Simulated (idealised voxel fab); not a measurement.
process module | voxel wiring stack
cross-section cut | 220 nm wide | cells 5 nm
A cross-section is a grid of square cells, given in bands from the top down. A band is one or more rows of cells.
Each band's line starts with the height of the band's top and of its bottom, in nm. Then come its materials from left to right, each with its width in nm. One material with "throughout" fills the band from edge to edge. "air" is empty space.
Height 0 is the level under which the wafer as received is all one material. The lowest band goes on downwards, as in "0 down".
A width such as "30 to 40" changes by the same amount from each row of cells to the next, from the band's top row to its bottom row.
"no change" after a step means that no cell of the cross-section changed.
closed voids: empty space of 8 cells or more with no open way to the top, each as width x height at its distance from the left edge, in nm
after a step's settings: what the simulator itself notes on the step
overlay nm, on a step with a mask: how far to the right of its planned place the mask lay; to the left if negative
Each pair below shows a cross-section before one step and the cross-section after it, down to the lowest band that changed. The line under each pair gives the step between them, with its settings. The pairs can come from different runs of this module on the same starting wafer, so a pair continues from the pair above only where its "before" says so.
before
  0 down: Si throughout
  closed voids: none
after
  15 to 0: SiO2 throughout
  below 0: unchanged
  closed voids: none
the step between: op CONFORMAL_DEP | material SiO2 | thk nm 15
before: the cross-section after the pair above
after
  20 to 15: SiN throughout
  below 15: unchanged
  closed voids: none
the step between: op CONFORMAL_DEP | material SiN | thk nm 5
before: the cross-section after the pair above
after
  35 to 20: SiO2 throughout
  below 20: unchanged
  closed voids: none
the step between: op DIRECTIONAL_DEP | material SiO2 | thk nm 15
before: the cross-section after the pair above
after
  50 to 35: aC throughout
  below 35: unchanged
  closed voids: none
the step between: op DIRECTIONAL_DEP | material aC | thk nm 15
before: the cross-section after the pair above
after
  80 to 50: resist 25 | air 30 | resist 15 | air 30 | resist 15 | air 30 | resist 15 | air 30 | resist 30
  below 50: unchanged
  closed voids: none
the step between: op PATTERN | tone open | mask id METAL_1 | material resist | width nm 30 | pitch nm 45 | thk nm 30 | overlay nm 0
before: the cross-section after the pair above
after
  65 to 50: resist 25 | air 30 | resist 15 | air 30 | resist 15 | air 30 | resist 15 | air 30 | resist 30
  50 to 35: aC 25 | air 30 | aC 15 | air 30 | aC 15 | air 30 | aC 15 | air 30 | aC 30
  below 35: unchanged
  closed voids: none
the step between: op DIRECTIONAL_ETCH | etch materials aC | depth nm 15
before: the cross-section after the pair above
after
  50 to 35: aC 25 | air 30 | aC 15 | air 30 | aC 15 | air 30 | aC 15 | air 30 | aC 30
  below 35: unchanged
  closed voids: none
the step between: op STRIP | etch materials resist
before: the cross-section after the pair above
after
  50 to 35: aC 25 | air 30 | aC 15 | air 30 | aC 15 | air 30 | aC 15 | air 30 | aC 30
  35 to 20: SiO2 25 | air 30 | SiO2 15 | air 30 | SiO2 15 | air 30 | SiO2 15 | air 30 | SiO2 30
  below 20: unchanged
  closed voids: none
the step between: op DIRECTIONAL_ETCH | etch materials SiO2 | depth nm 15
before: the cross-section after the pair above
after
  50 to 35: aC 25 | air 30 | aC 15 | air 30 | aC 15 | air 30 | aC 15 | air 30 | aC 30
  35 to 20: SiO2 25 | air 30 | SiO2 15 | air 30 | SiO2 15 | air 30 | SiO2 15 | air 30 | SiO2 30
  20 to 15: SiN 25 | air 30 | SiN 15 | air 30 | SiN 15 | air 30 | SiN 15 | air 30 | SiN 30
  below 15: unchanged
  closed voids: none
the step between: op DIRECTIONAL_ETCH | etch materials SiN | depth nm 5
before: the cross-section after the pair above
after
  35 to 20: SiO2 25 | air 30 | SiO2 15 | air 30 | SiO2 15 | air 30 | SiO2 15 | air 30 | SiO2 30
  below 20: unchanged
  closed voids: none
the step between: op STRIP | etch materials aC
before: the cross-section after the pair above
after
  40 to 35: TiN 30 | air 20 | TiN 25 | air 20 | TiN 25 | air 20 | TiN 25 | air 20 | TiN 35
  35 to 20: SiO2 25 | TiN 5 | air 20 | TiN 5 | SiO2 15 | TiN 5 | air 20 | TiN 5 | SiO2 15 | TiN 5 | air 20 | TiN 5 | SiO2 15 | TiN 5 | air 20 | TiN 5 | SiO2 30
  20 to 15: SiN 25 | TiN 30 | SiN 15 | TiN 30 | SiN 15 | TiN 30 | SiN 15 | TiN 30 | SiN 30
  below 15: unchanged
  closed voids: none
the step between: op CONFORMAL_DEP | material TiN | thk nm 5
before: the cross-section after the pair above
after
  45 to 40: Cu throughout
  40 to 35: TiN 30 | Cu 20 | TiN 25 | Cu 20 | TiN 25 | Cu 20 | TiN 25 | Cu 20 | TiN 35
  35 to 20: SiO2 25 | TiN 5 | Cu 20 | TiN 5 | SiO2 15 | TiN 5 | Cu 20 | TiN 5 | SiO2 15 | TiN 5 | Cu 20 | TiN 5 | SiO2 15 | TiN 5 | Cu 20 | TiN 5 | SiO2 30
  below 20: unchanged
  closed voids: none
the step between: op FILL_DEP | material Cu | thk nm 5
before: the cross-section after the pair above
after
  35 to 20: SiO2 25 | TiN 5 | Cu 20 | TiN 5 | SiO2 15 | TiN 5 | Cu 20 | TiN 5 | SiO2 15 | TiN 5 | Cu 20 | TiN 5 | SiO2 15 | TiN 5 | Cu 20 | TiN 5 | SiO2 30
  below 20: unchanged
  closed voids: none
the step between: op CMP | height nm 35
before: the cross-section after the pair above
after
  40 to 35: air 20 | Ru 40 | air 5 | Ru 40 | air 5 | Ru 40 | air 5 | Ru 40 | air 25
  below 35: unchanged
  closed voids: none
the step between: op EPI | material Ru | thk nm 5
before: the cross-section after the pair above
after
  45 to 40: SiCN throughout
  40 to 35: SiCN 20 | Ru 40 | SiCN 5 | Ru 40 | SiCN 5 | Ru 40 | SiCN 5 | Ru 40 | SiCN 25
  below 35: unchanged
  closed voids: none
the step between: op FILL_DEP | material SiCN | thk nm 5
before: the cross-section after the pair above
after
  75 to 45: SiO2 throughout
  below 45: unchanged
  closed voids: none
the step between: op DIRECTIONAL_DEP | material SiO2 | thk nm 30
before: the cross-section after the pair above
after
  85 to 75: aC throughout
  below 75: unchanged
  closed voids: none
the step between: op DIRECTIONAL_DEP | material aC | thk nm 10
before: the cross-section after the pair above
after
  110 to 85: resist 25 | air 30 | resist 15 | air 30 | resist 15 | air 30 | resist 15 | air 30 | resist 30
  below 85: unchanged
  closed voids: none
the step between: op PATTERN | tone open | mask id METAL_2 | material resist | width nm 30 | pitch nm 45 | thk nm 25 | overlay nm 0
before: the cross-section after the pair above
after
  100 to 85: resist 25 | air 30 | resist 15 | air 30 | resist 15 | air 30 | resist 15 | air 30 | resist 30
  85 to 75: aC 25 | air 30 | aC 15 | air 30 | aC 15 | air 30 | aC 15 | air 30 | aC 30
  below 75: unchanged
  closed voids: none
the step between: op DIRECTIONAL_ETCH | etch materials aC | depth nm 10
before: the cross-section after the pair above
after
  85 to 75: aC 25 | air 30 | aC 15 | air 30 | aC 15 | air 30 | aC 15 | air 30 | aC 30
  below 75: unchanged
  closed voids: none
the step between: op STRIP | etch materials resist
before: the cross-section after the pair above
after
  85 to 75: aC 25 | air 30 | aC 15 | air 30 | aC 15 | air 30 | aC 15 | air 30 | aC 30
  75 to 55: SiO2 25 | air 30 | SiO2 15 | air 30 | SiO2 15 | air 30 | SiO2 15 | air 30 | SiO2 30
  below 55: unchanged
  closed voids: none
the step between: op DIRECTIONAL_ETCH | etch materials SiO2 | depth nm 20
before: the cross-section after the pair above
after
  75 to 55: SiO2 25 | air 30 | SiO2 15 | air 30 | SiO2 15 | air 30 | SiO2 15 | air 30 | SiO2 30
  below 55: unchanged
  closed voids: none
the step between: op STRIP | etch materials aC
before: the cross-section after the pair above
after
  85 to 75: aC 25 | air 30 | aC 15 | air 30 | aC 15 | air 30 | aC 15 | air 30 | aC 30
  75 to 65: SiO2 25 | air 30 | SiO2 15 | air 30 | SiO2 15 | air 30 | SiO2 15 | air 30 | SiO2 30
  65 to 55: SiO2 25 | aC 30 | SiO2 15 | aC 30 | SiO2 15 | aC 30 | SiO2 15 | aC 30 | SiO2 30
  below 55: unchanged
  closed voids: none
the step between: op DIRECTIONAL_DEP | material aC | thk nm 10
before: the cross-section after the pair above
after
  115 to 85: resist 25 | air 15 | resist 30 | air 15 | resist 30 | air 15 | resist 30 | air 15 | resist 45
  85 to 75: aC 25 | air 15 | resist 15 | aC 15 | air 15 | resist 15 | aC 15 | air 15 | resist 15 | aC 15 | air 15 | resist 15 | aC 30
  75 to 65: SiO2 25 | air 15 | resist 15 | SiO2 15 | air 15 | resist 15 | SiO2 15 | air 15 | resist 15 | SiO2 15 | air 15 | resist 15 | SiO2 30
  below 65: unchanged
  closed voids: none
the step between: op PATTERN | tone open | mask id METAL_2_HOLES | material resist | width nm 15 | pitch nm 45 | thk nm 30 | overlay nm 0
before: the cross-section after the pair above
after
  105 to 85: resist 25 | air 15 | resist 30 | air 15 | resist 30 | air 15 | resist 30 | air 15 | resist 45
  85 to 75: aC 25 | air 15 | resist 15 | aC 15 | air 15 | resist 15 | aC 15 | air 15 | resist 15 | aC 15 | air 15 | resist 15 | aC 30
  75 to 65: SiO2 25 | air 15 | resist 15 | SiO2 15 | air 15 | resist 15 | SiO2 15 | air 15 | resist 15 | SiO2 15 | air 15 | resist 15 | SiO2 30
  65 to 55: SiO2 25 | air 15 | aC 15 | SiO2 15 | air 15 | aC 15 | SiO2 15 | air 15 | aC 15 | SiO2 15 | air 15 | aC 15 | SiO2 30
  below 55: unchanged
  closed voids: none
the step between: op DIRECTIONAL_ETCH | etch materials aC | depth nm 10
before: the cross-section after the pair above
after
  85 to 75: aC 25 | air 30 | aC 15 | air 30 | aC 15 | air 30 | aC 15 | air 30 | aC 30
  75 to 65: SiO2 25 | air 30 | SiO2 15 | air 30 | SiO2 15 | air 30 | SiO2 15 | air 30 | SiO2 30
  below 65: unchanged
  closed voids: none
the step between: op STRIP | etch materials resist
before: the cross-section after the pair above
after
  85 to 75: aC 25 | air 30 | aC 15 | air 30 | aC 15 | air 30 | aC 15 | air 30 | aC 30
  75 to 65: SiO2 25 | air 30 | SiO2 15 | air 30 | SiO2 15 | air 30 | SiO2 15 | air 30 | SiO2 30
  65 to 55: SiO2 25 | air 15 | aC 15 | SiO2 15 | air 15 | aC 15 | SiO2 15 | air 15 | aC 15 | SiO2 15 | air 15 | aC 15 | SiO2 30
  55 to 45: SiO2 25 | air 15 | SiO2 30 | air 15 | SiO2 30 | air 15 | SiO2 30 | air 15 | SiO2 45
  below 45: unchanged
  closed voids: none
the step between: op DIRECTIONAL_ETCH | etch materials SiO2 | depth nm 10
before: the cross-section after the pair above
after
  85 to 75: aC 25 | air 30 | aC 15 | air 30 | aC 15 | air 30 | aC 15 | air 30 | aC 30
  75 to 65: SiO2 25 | air 30 | SiO2 15 | air 30 | SiO2 15 | air 30 | SiO2 15 | air 30 | SiO2 30
  65 to 55: SiO2 25 | air 15 | aC 15 | SiO2 15 | air 15 | aC 15 | SiO2 15 | air 15 | aC 15 | SiO2 15 | air 15 | aC 15 | SiO2 30
  55 to 45: SiO2 25 | air 15 | SiO2 30 | air 15 | SiO2 30 | air 15 | SiO2 30 | air 15 | SiO2 45
  45 to 40: SiCN 25 | air 15 | SiCN 30 | air 15 | SiCN 30 | air 15 | SiCN 30 | air 15 | SiCN 45
  below 40: unchanged
  closed voids: none
the step between: op DIRECTIONAL_ETCH | etch materials SiCN | depth nm 5
before: the cross-section after the pair above
after
  75 to 55: SiO2 25 | air 30 | SiO2 15 | air 30 | SiO2 15 | air 30 | SiO2 15 | air 30 | SiO2 30
  below 55: unchanged
  closed voids: none
the step between: op STRIP | etch materials aC
before: the cross-section after the pair above
after
  80 to 75: TiN 30 | air 20 | TiN 25 | air 20 | TiN 25 | air 20 | TiN 25 | air 20 | TiN 35
  75 to 60: SiO2 25 | TiN 5 | air 20 | TiN 5 | SiO2 15 | TiN 5 | air 20 | TiN 5 | SiO2 15 | TiN 5 | air 20 | TiN 5 | SiO2 15 | TiN 5 | air 20 | TiN 5 | SiO2 30
  60 to 55: SiO2 25 | TiN 5 | air 5 | TiN 20 | SiO2 15 | TiN 5 | air 5 | TiN 20 | SiO2 15 | TiN 5 | air 5 | TiN 20 | SiO2 15 | TiN 5 | air 5 | TiN 20 | SiO2 30
  55 to 45: SiO2 25 | TiN 5 | air 5 | TiN 5 | SiO2 30 | TiN 5 | air 5 | TiN 5 | SiO2 30 | TiN 5 | air 5 | TiN 5 | SiO2 30 | TiN 5 | air 5 | TiN 5 | SiO2 45
  45 to 40: SiCN 25 | TiN 15 | SiCN 30 | TiN 15 | SiCN 30 | TiN 15 | SiCN 30 | TiN 15 | SiCN 45
  below 40: unchanged
  closed voids: none
the step between: op CONFORMAL_DEP | material TiN | thk nm 5
before: the cross-section after the pair above
after
  85 to 80: Cu throughout
  80 to 75: TiN 30 | Cu 20 | TiN 25 | Cu 20 | TiN 25 | Cu 20 | TiN 25 | Cu 20 | TiN 35
  75 to 60: SiO2 25 | TiN 5 | Cu 20 | TiN 5 | SiO2 15 | TiN 5 | Cu 20 | TiN 5 | SiO2 15 | TiN 5 | Cu 20 | TiN 5 | SiO2 15 | TiN 5 | Cu 20 | TiN 5 | SiO2 30
  60 to 55: SiO2 25 | TiN 5 | Cu 5 | TiN 20 | SiO2 15 | TiN 5 | Cu 5 | TiN 20 | SiO2 15 | TiN 5 | Cu 5 | TiN 20 | SiO2 15 | TiN 5 | Cu 5 | TiN 20 | SiO2 30
  55 to 45: SiO2 25 | TiN 5 | Cu 5 | TiN 5 | SiO2 30 | TiN 5 | Cu 5 | TiN 5 | SiO2 30 | TiN 5 | Cu 5 | TiN 5 | SiO2 30 | TiN 5 | Cu 5 | TiN 5 | SiO2 45
  below 45: unchanged
  closed voids: none
the step between: op FILL_DEP | material Cu | thk nm 5
before: the cross-section after the pair above
after
  75 to 60: SiO2 25 | TiN 5 | Cu 20 | TiN 5 | SiO2 15 | TiN 5 | Cu 20 | TiN 5 | SiO2 15 | TiN 5 | Cu 20 | TiN 5 | SiO2 15 | TiN 5 | Cu 20 | TiN 5 | SiO2 30
  below 60: unchanged
  closed voids: none
the step between: op CMP | height nm 75
before: the cross-section after the pair above
after
  80 to 75: SiCN throughout
  below 75: unchanged
  closed voids: none
the step between: op CONFORMAL_DEP | material SiCN | thk nm 5
before: the cross-section after the pair above
after
  110 to 80: lowk throughout
  below 80: unchanged
  closed voids: none
the step between: op DIRECTIONAL_DEP | material lowk | thk nm 30
before: the cross-section after the pair above
after
  120 to 110: aC throughout
  below 110: unchanged
  closed voids: none
the step between: op DIRECTIONAL_DEP | material aC | thk nm 10
before: the cross-section after the pair above
after
  145 to 120: resist 25 | air 15 | resist 75 | air 15 | resist 90
  below 120: unchanged
  closed voids: none
the step between: op PATTERN | tone open | mask id METAL_3_HOLES | material resist | width nm 15 | pitch nm 90 | thk nm 25 | overlay nm 0
before: the cross-section after the pair above
after
  135 to 120: resist 25 | air 15 | resist 75 | air 15 | resist 90
  120 to 110: aC 25 | air 15 | aC 75 | air 15 | aC 90
  below 110: unchanged
  closed voids: none
the step between: op DIRECTIONAL_ETCH | etch materials aC | depth nm 10
before: the cross-section after the pair above
after
  120 to 110: aC 25 | air 15 | aC 75 | air 15 | aC 90
  below 110: unchanged
  closed voids: none
the step between: op STRIP | etch materials resist
before: the cross-section after the pair above
after
  120 to 110: aC 25 | air 15 | aC 75 | air 15 | aC 90
  110 to 80: lowk 25 | air 15 | lowk 75 | air 15 | lowk 90
  below 80: unchanged
  closed voids: none
the step between: op DIRECTIONAL_ETCH | etch materials lowk | depth nm 30
before: the cross-section after the pair above
after
  110 to 80: lowk 25 | air 15 | lowk 75 | air 15 | lowk 90
  below 80: unchanged
  closed voids: none
the step between: op STRIP | etch materials aC
before: the cross-section after the pair above
after
  130 to 110: resist 25 | air 30 | resist 15 | air 30 | resist 15 | air 30 | resist 15 | air 30 | resist 30
  below 110: unchanged
  closed voids: none
the step between: op PATTERN | tone open | mask id METAL_3 | material resist | width nm 30 | pitch nm 45 | thk nm 20 | overlay nm 0
before: the cross-section after the pair above
after
  130 to 110: resist 25 | air 30 | resist 15 | air 30 | resist 15 | air 30 | resist 15 | air 30 | resist 30
  110 to 90: lowk 25 | air 30 | lowk 15 | air 30 | lowk 15 | air 30 | lowk 15 | air 30 | lowk 30
  below 90: unchanged
  closed voids: none
the step between: op DIRECTIONAL_ETCH | etch materials lowk | depth nm 20
before: the cross-section after the pair above
after
  130 to 110: resist 25 | air 30 | resist 15 | air 30 | resist 15 | air 30 | resist 15 | air 30 | resist 30
  110 to 90: lowk 25 | air 30 | lowk 15 | air 30 | lowk 15 | air 30 | lowk 15 | air 30 | lowk 30
  90 to 80: lowk 25 | air 15 | lowk 75 | air 15 | lowk 90
  80 to 75: SiCN 25 | air 15 | SiCN 75 | air 15 | SiCN 90
  below 75: unchanged
  closed voids: none
the step between: op DIRECTIONAL_ETCH | etch materials SiCN | depth nm 5
before: the cross-section after the pair above
after
  110 to 90: lowk 25 | air 30 | lowk 15 | air 30 | lowk 15 | air 30 | lowk 15 | air 30 | lowk 30
  below 90: unchanged
  closed voids: none
the step between: op STRIP | etch materials resist
before: the cross-section after the pair above
after
  115 to 110: TiN 30 | air 20 | TiN 25 | air 20 | TiN 25 | air 20 | TiN 25 | air 20 | TiN 35
  110 to 95: lowk 25 | TiN 5 | air 20 | TiN 5 | lowk 15 | TiN 5 | air 20 | TiN 5 | lowk 15 | TiN 5 | air 20 | TiN 5 | lowk 15 | TiN 5 | air 20 | TiN 5 | lowk 30
  95 to 90: lowk 25 | TiN 5 | air 5 | TiN 20 | lowk 15 | TiN 30 | lowk 15 | TiN 5 | air 5 | TiN 20 | lowk 15 | TiN 30 | lowk 30
  90 to 80: lowk 25 | TiN 5 | air 5 | TiN 5 | lowk 75 | TiN 5 | air 5 | TiN 5 | lowk 90
  80 to 75: SiCN 25 | TiN 15 | SiCN 75 | TiN 15 | SiCN 90
  below 75: unchanged
  closed voids: none
the step between: op CONFORMAL_DEP | material TiN | thk nm 5
before: the cross-section after the pair above
after
  120 to 115: Ru throughout
  115 to 110: TiN 30 | Ru 20 | TiN 25 | Ru 20 | TiN 25 | Ru 20 | TiN 25 | Ru 20 | TiN 35
  110 to 95: lowk 25 | TiN 5 | Ru 20 | TiN 5 | lowk 15 | TiN 5 | Ru 20 | TiN 5 | lowk 15 | TiN 5 | Ru 20 | TiN 5 | lowk 15 | TiN 5 | Ru 20 | TiN 5 | lowk 30
  95 to 90: lowk 25 | TiN 5 | Ru 5 | TiN 20 | lowk 15 | TiN 30 | lowk 15 | TiN 5 | Ru 5 | TiN 20 | lowk 15 | TiN 30 | lowk 30
  90 to 80: lowk 25 | TiN 5 | Ru 5 | TiN 5 | lowk 75 | TiN 5 | Ru 5 | TiN 5 | lowk 90
  below 80: unchanged
  closed voids: none
the step between: op FILL_DEP | material Ru | thk nm 5
before: the cross-section after the pair above
after
  110 to 95: lowk 25 | TiN 5 | Ru 20 | TiN 5 | lowk 15 | TiN 5 | Ru 20 | TiN 5 | lowk 15 | TiN 5 | Ru 20 | TiN 5 | lowk 15 | TiN 5 | Ru 20 | TiN 5 | lowk 30
  below 95: unchanged
  closed voids: none
the step between: op CMP | height nm 110
before: the cross-section after the pair above
after
  115 to 110: SiCN throughout
  below 110: unchanged
  closed voids: none
the step between: op CONFORMAL_DEP | material SiCN | thk nm 5
before: the cross-section after the pair above
after
  130 to 115: lowk throughout
  below 115: unchanged
  closed voids: none
the step between: op DIRECTIONAL_DEP | material lowk | thk nm 15
before: the cross-section after the pair above
after
  145 to 130: aC throughout
  below 130: unchanged
  closed voids: none
the step between: op DIRECTIONAL_DEP | material aC | thk nm 15
before: the cross-section after the pair above
after
  175 to 145: resist 25 | air 15 | resist 30 | air 15 | resist 30 | air 15 | resist 30 | air 15 | resist 45
  below 145: unchanged
  closed voids: none
the step between: op PATTERN | tone open | mask id PLUG_3 | material resist | width nm 15 | pitch nm 45 | thk nm 30 | overlay nm 0
before: the cross-section after the pair above
after
  160 to 145: resist 25 | air 15 | resist 30 | air 15 | resist 30 | air 15 | resist 30 | air 15 | resist 45
  145 to 130: aC 25 | air 15 | aC 30 | air 15 | aC 30 | air 15 | aC 30 | air 15 | aC 45
  below 130: unchanged
  closed voids: none
the step between: op DIRECTIONAL_ETCH | etch materials aC | depth nm 15
before: the cross-section after the pair above
after
  145 to 130: aC 25 | air 15 | aC 30 | air 15 | aC 30 | air 15 | aC 30 | air 15 | aC 45
  below 130: unchanged
  closed voids: none
the step between: op STRIP | etch materials resist
before: the cross-section after the pair above
after
  145 to 130: aC 25 | air 15 | aC 30 | air 15 | aC 30 | air 15 | aC 30 | air 15 | aC 45
  130 to 115: lowk 25 | air 15 | lowk 30 | air 15 | lowk 30 | air 15 | lowk 30 | air 15 | lowk 45
  below 115: unchanged
  closed voids: none
the step between: op DIRECTIONAL_ETCH | etch materials lowk | depth nm 15
before: the cross-section after the pair above
after
  145 to 130: aC 25 | air 15 | aC 30 | air 15 | aC 30 | air 15 | aC 30 | air 15 | aC 45
  130 to 115: lowk 25 | air 15 | lowk 30 | air 15 | lowk 30 | air 15 | lowk 30 | air 15 | lowk 45
  115 to 110: SiCN 25 | air 15 | SiCN 30 | air 15 | SiCN 30 | air 15 | SiCN 30 | air 15 | SiCN 45
  below 110: unchanged
  closed voids: none
the step between: op DIRECTIONAL_ETCH | etch materials SiCN | depth nm 5
before: the cross-section after the pair above
after
  130 to 115: lowk 25 | air 15 | lowk 30 | air 15 | lowk 30 | air 15 | lowk 30 | air 15 | lowk 45
  below 115: unchanged
  closed voids: none
the step between: op STRIP | etch materials aC
before: the cross-section after the pair above
after
  135 to 130: TiN 30 | air 5 | TiN 40 | air 5 | TiN 40 | air 5 | TiN 40 | air 5 | TiN 50
  130 to 115: lowk 25 | TiN 5 | air 5 | TiN 5 | lowk 30 | TiN 5 | air 5 | TiN 5 | lowk 30 | TiN 5 | air 5 | TiN 5 | lowk 30 | TiN 5 | air 5 | TiN 5 | lowk 45
  115 to 110: SiCN 25 | TiN 15 | SiCN 30 | TiN 15 | SiCN 30 | TiN 15 | SiCN 30 | TiN 15 | SiCN 45
  below 110: unchanged
  closed voids: none
the step between: op CONFORMAL_DEP | material TiN | thk nm 5
before: the cross-section after the pair above
after
  140 to 135: W throughout
  135 to 130: TiN 30 | W 5 | TiN 40 | W 5 | TiN 40 | W 5 | TiN 40 | W 5 | TiN 50
  130 to 115: lowk 25 | TiN 5 | W 5 | TiN 5 | lowk 30 | TiN 5 | W 5 | TiN 5 | lowk 30 | TiN 5 | W 5 | TiN 5 | lowk 30 | TiN 5 | W 5 | TiN 5 | lowk 45
  below 115: unchanged
  closed voids: none
the step between: op FILL_DEP | material W | thk nm 5
before: the cross-section after the pair above
after
  130 to 115: lowk 25 | TiN 5 | W 5 | TiN 5 | lowk 30 | TiN 5 | W 5 | TiN 5 | lowk 30 | TiN 5 | W 5 | TiN 5 | lowk 30 | TiN 5 | W 5 | TiN 5 | lowk 45
  below 115: unchanged
  closed voids: none
the step between: op CMP | height nm 130
before: the cross-section after the pair above
after
  135 to 130: TiN throughout
  below 130: unchanged
  closed voids: none
the step between: op DIRECTIONAL_DEP | material TiN | thk nm 5
before: the cross-section after the pair above
after
  160 to 135: W throughout
  below 135: unchanged
  closed voids: none
the step between: op DIRECTIONAL_DEP | material W | thk nm 25
before: the cross-section after the pair above
after
  175 to 160: air 25 | resist 30 | air 15 | resist 30 | air 15 | resist 30 | air 15 | resist 30 | air 30
  below 160: unchanged
  closed voids: none
the step between: op PATTERN | tone cover | mask id METAL_4 | material resist | width nm 30 | pitch nm 45 | thk nm 15 | overlay nm 0
before: the cross-section after the pair above
after
  175 to 160: air 25 | resist 30 | air 15 | resist 30 | air 15 | resist 30 | air 15 | resist 30 | air 30
  160 to 135: air 25 | W 30 | air 15 | W 30 | air 15 | W 30 | air 15 | W 30 | air 30
  below 135: unchanged
  closed voids: none
the step between: op DIRECTIONAL_ETCH | etch materials W | depth nm 25
before: the cross-section after the pair above
after
  175 to 160: air 25 | resist 30 | air 15 | resist 30 | air 15 | resist 30 | air 15 | resist 30 | air 30
  160 to 135: air 25 | W 30 | air 15 | W 30 | air 15 | W 30 | air 15 | W 30 | air 30
  135 to 130: air 25 | TiN 30 | air 15 | TiN 30 | air 15 | TiN 30 | air 15 | TiN 30 | air 30
  below 130: unchanged
  closed voids: none
the step between: op DIRECTIONAL_ETCH | etch materials TiN | depth nm 5
before: the cross-section after the pair above
after
  160 to 135: air 25 | W 30 | air 15 | W 30 | air 15 | W 30 | air 15 | W 30 | air 30
  below 135: unchanged
  closed voids: none
the step between: op STRIP | etch materials resist
before: the cross-section after the pair above
after
  170 to 160: SiO2 throughout
  160 to 135: SiO2 25 | W 30 | SiO2 15 | W 30 | SiO2 15 | W 30 | SiO2 15 | W 30 | SiO2 30
  135 to 130: SiO2 25 | TiN 30 | SiO2 15 | TiN 30 | SiO2 15 | TiN 30 | SiO2 15 | TiN 30 | SiO2 30
  below 130: unchanged
  closed voids: none
the step between: op FILL_DEP | material SiO2 | thk nm 10
before: the cross-section after the pair above
after
  160 to 135: SiO2 25 | W 30 | SiO2 15 | W 30 | SiO2 15 | W 30 | SiO2 15 | W 30 | SiO2 30
  below 135: unchanged
  closed voids: none
the step between: op CMP | height nm 160
before: the cross-section after the pair above
after
  165 to 160: SiN throughout
  below 160: unchanged
  closed voids: none
the step between: op CONFORMAL_DEP | material SiN | thk nm 5
before
  15 to 0: SiO2 throughout
  0 down: Si throughout
  closed voids: none
after
  30 to 0: SiO2 throughout
  below 0: unchanged
  closed voids: none
the step between: op DIRECTIONAL_DEP | material SiO2 | thk nm 15
before: the cross-section after the pair above
after
  45 to 30: aC throughout
  below 30: unchanged
  closed voids: none
the step between: op DIRECTIONAL_DEP | material aC | thk nm 15
before: the cross-section after the pair above
after
  75 to 45: resist 25 | air 30 | resist 15 | air 30 | resist 15 | air 30 | resist 15 | air 30 | resist 30
  below 45: unchanged
  closed voids: none
the step between: op PATTERN | tone open | mask id METAL_1 | material resist | width nm 30 | pitch nm 45 | thk nm 30 | overlay nm 0
before: the cross-section after the pair above
after
  60 to 45: resist 25 | air 30 | resist 15 | air 30 | resist 15 | air 30 | resist 15 | air 30 | resist 30
  45 to 30: aC 25 | air 30 | aC 15 | air 30 | aC 15 | air 30 | aC 15 | air 30 | aC 30
  below 30: unchanged
  closed voids: none
the step between: op DIRECTIONAL_ETCH | etch materials aC | depth nm 15
before: the cross-section after the pair above
after
  45 to 30: aC 25 | air 30 | aC 15 | air 30 | aC 15 | air 30 | aC 15 | air 30 | aC 30
  below 30: unchanged
  closed voids: none
the step between: op STRIP | etch materials resist
before: the cross-section after the pair above
after
  45 to 30: aC 25 | air 30 | aC 15 | air 30 | aC 15 | air 30 | aC 15 | air 30 | aC 30
  30 to 15: SiO2 25 | air 30 | SiO2 15 | air 30 | SiO2 15 | air 30 | SiO2 15 | air 30 | SiO2 30
  below 15: unchanged
  closed voids: none
the step between: op DIRECTIONAL_ETCH | etch materials SiO2 | depth nm 15
before: the cross-section after the pair above
after
  30 to 15: SiO2 25 | air 30 | SiO2 15 | air 30 | SiO2 15 | air 30 | SiO2 15 | air 30 | SiO2 30
  below 15: unchanged
  closed voids: none
the step between: op STRIP | etch materials aC
before: the cross-section after the pair above
after
  35 to 30: TiN 30 | air 20 | TiN 25 | air 20 | TiN 25 | air 20 | TiN 25 | air 20 | TiN 35
  30 to 20: SiO2 25 | TiN 5 | air 20 | TiN 5 | SiO2 15 | TiN 5 | air 20 | TiN 5 | SiO2 15 | TiN 5 | air 20 | TiN 5 | SiO2 15 | TiN 5 | air 20 | TiN 5 | SiO2 30
  20 to 15: SiO2 25 | TiN 30 | SiO2 15 | TiN 30 | SiO2 15 | TiN 30 | SiO2 15 | TiN 30 | SiO2 30
  below 15: unchanged
  closed voids: none
the step between: op CONFORMAL_DEP | material TiN | thk nm 5
before: the cross-section after the pair above
after
  40 to 35: Cu throughout
  35 to 30: TiN 30 | Cu 20 | TiN 25 | Cu 20 | TiN 25 | Cu 20 | TiN 25 | Cu 20 | TiN 35
  30 to 20: SiO2 25 | TiN 5 | Cu 20 | TiN 5 | SiO2 15 | TiN 5 | Cu 20 | TiN 5 | SiO2 15 | TiN 5 | Cu 20 | TiN 5 | SiO2 15 | TiN 5 | Cu 20 | TiN 5 | SiO2 30
  below 20: unchanged
  closed voids: none
the step between: op FILL_DEP | material Cu | thk nm 5
before: the cross-section after the pair above
after
  35 to 30: TiN 30 | Cu 20 | TiN 25 | Cu 20 | TiN 25 | Cu 20 | TiN 25 | Cu 20 | TiN 35
  below 30: unchanged
  closed voids: none
the step between: op CMP | height nm 35
before: the cross-section after the pair above
after
  40 to 35: Ru throughout
  below 35: unchanged
  closed voids: none
the step between: op EPI | material Ru | thk nm 5
before: the cross-section after the pair above
after
  45 to 40: SiCN throughout
  below 40: unchanged
  closed voids: none
the step between: op FILL_DEP | material SiCN | thk nm 5
before: the cross-section after the pair above
after
  75 to 45: SiO2 throughout
  below 45: unchanged
  closed voids: none
the step between: op DIRECTIONAL_DEP | material SiO2 | thk nm 30
before: the cross-section after the pair above
after
  85 to 75: aC throughout
  below 75: unchanged
  closed voids: none
the step between: op DIRECTIONAL_DEP | material aC | thk nm 10
before: the cross-section after the pair above
after
  110 to 85: resist 25 | air 30 | resist 15 | air 30 | resist 15 | air 30 | resist 15 | air 30 | resist 30
  below 85: unchanged
  closed voids: none
the step between: op PATTERN | tone open | mask id METAL_2 | material resist | width nm 30 | pitch nm 45 | thk nm 25 | overlay nm 0
before: the cross-section after the pair above
after
  100 to 85: resist 25 | air 30 | resist 15 | air 30 | resist 15 | air 30 | resist 15 | air 30 | resist 30
  85 to 75: aC 25 | air 30 | aC 15 | air 30 | aC 15 | air 30 | aC 15 | air 30 | aC 30
  below 75: unchanged
  closed voids: none
the step between: op DIRECTIONAL_ETCH | etch materials aC | depth nm 10
before: the cross-section after the pair above
after
  85 to 75: aC 25 | air 30 | aC 15 | air 30 | aC 15 | air 30 | aC 15 | air 30 | aC 30
  below 75: unchanged
  closed voids: none
the step between: op STRIP | etch materials resist
before: the cross-section after the pair above
after
  85 to 75: aC 25 | air 30 | aC 15 | air 30 | aC 15 | air 30 | aC 15 | air 30 | aC 30
  75 to 55: SiO2 25 | air 30 | SiO2 15 | air 30 | SiO2 15 | air 30 | SiO2 15 | air 30 | SiO2 30
  below 55: unchanged
  closed voids: none
the step between: op DIRECTIONAL_ETCH | etch materials SiO2 | depth nm 20
